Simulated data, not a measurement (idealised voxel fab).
This is a process module. Its name is voxel lift off.
Displayed cross-section: cut, width of 175 nm, square cells sized 5 nm.
Think of the cross-section as a grid of square cells. We describe it in bands, top to bottom, and each band covers one or more rows of those cells.
Heads up on the band format: heights come first, top then bottom, in nm. After that it's the materials left to right, each with its width in nm. A single material flagged "edge to edge" fills the whole band edge to edge, and "blank" means there's empty space there.
Measure heights from 0. That's the level where, below it, the as-received wafer is all one material. The lowest band is bottomless and extends downward; write it as in "0 down".
A two-number width, for instance "30..40", indicates that the width is equal to the first number in the top row of the band and to the second number in the bottom row, and that it changes by a constant amount per row of cells.
Where a step carries "remained the same", the cross-section came out of it unchanged, cell for cell.
Enclosed voids (no open way to top), threshold 8 cells or more, entry "Enclosed internal voids", notation width x height at distance, distance from left edge, nm.
Where a step's line continues beyond its settings, the continuation is a remark by the simulator itself on that step.
overlay nm: for a step with a mask, the amount by which the mask lay right of where it was planned; a negative amount means left of it.
PROCESS STEPS FORESEEN IN THE PLAN
1,RECEIVE [material Si]
2,CONFORMAL_DEP [material SiO2] [thk nm 15]
3,PATTERN [tone open] [mask id LINES] [material resist] [width nm 30] [pitch nm 45] [thk nm 30] [overlay nm 0]
4,DIRECTIONAL_DEP [material Ru] [thk nm 15]
5,STRIP [etch materials resist]
6,CONFORMAL_DEP [material SiO2] [thk nm 5]
ACCOUNT OF THE FIRST OF TWO WAFERS, WHICH WAS PROCESSED AS INTENDED
WAFER AS RECEIVED: CROSS-SECTION FOLLOWING STEP 1
    0 down  Si edge to edge
    Enclosed internal voids: none
THE FOLLOWING CROSS-SECTION DEPICTS THE WAFER UPON COMPLETION OF STEP 2
    15 to 0  SiO2 edge to edge
    Note: structure below 0 unchanged.
THE FOLLOWING CROSS-SECTION DEPICTS THE WAFER UPON COMPLETION OF STEP 3
    45 to 15  resist (50)  blank (30)  resist (15)  blank (30)  resist (50)
    Note: structure below 15 unchanged.
THE FOLLOWING CROSS-SECTION DEPICTS THE WAFER UPON COMPLETION OF STEP 4
    60 to 45  Ru (50)  blank (30)  Ru (15)  blank (30)  Ru (50)
    45 to 30  resist (50)  blank (30)  resist (15)  blank (30)  resist (50)
    30 to 15  resist (50)  Ru (30)  resist (15)  Ru (30)  resist (50)
    Note: structure below 15 unchanged.
THE FOLLOWING CROSS-SECTION DEPICTS THE WAFER UPON COMPLETION OF STEP 5
    30 to 15  blank (50)  Ru (30)  blank (15)  Ru (30)  blank (50)
    Note: structure below 15 unchanged.
THE FOLLOWING CROSS-SECTION DEPICTS THE WAFER UPON COMPLETION OF STEP 6
    35 to 30  blank (45)  SiO2 (40)  blank (5)  SiO2 (40)  blank (45)
    30 to 20  blank (45)  SiO2 (5)  Ru (30)  SiO2 (5)  blank (5)  SiO2 (5)  Ru (30)  SiO2 (5)  blank (45)
    20 to 15  SiO2 (50)  Ru (30)  SiO2 (15)  Ru (30)  SiO2 (50)
    Note: structure below 15 unchanged.
SECOND OF TWO: SAME START, SAME PLAN, ONE RUN ERROR; STEPS UP TO AND INCLUDING 3 MATCH THE FIRST
Second wafer profile in section, at the moment step 4 of the plan was meant to be complete: remained the same
SECOND WAFER PROFILE IN SECTION, AT THE MOMENT STEP 5 OF THE PLAN WAS MEANT TO BE COMPLETE
    15 to 0  SiO2 edge to edge
    Note: structure below 0 unchanged.
SECOND WAFER PROFILE IN SECTION, AT THE MOMENT STEP 6 OF THE PLAN WAS MEANT TO BE COMPLETE
    20 to 0  SiO2 edge to edge
    Note: structure below 0 unchanged.
what went wrong: the plan's step 4 was left out and never carried out
Counted in cells at the end, the second wafer holds more or fewer of these materials than the first: Ru: 36 fewer, SiO2: 12 fewer
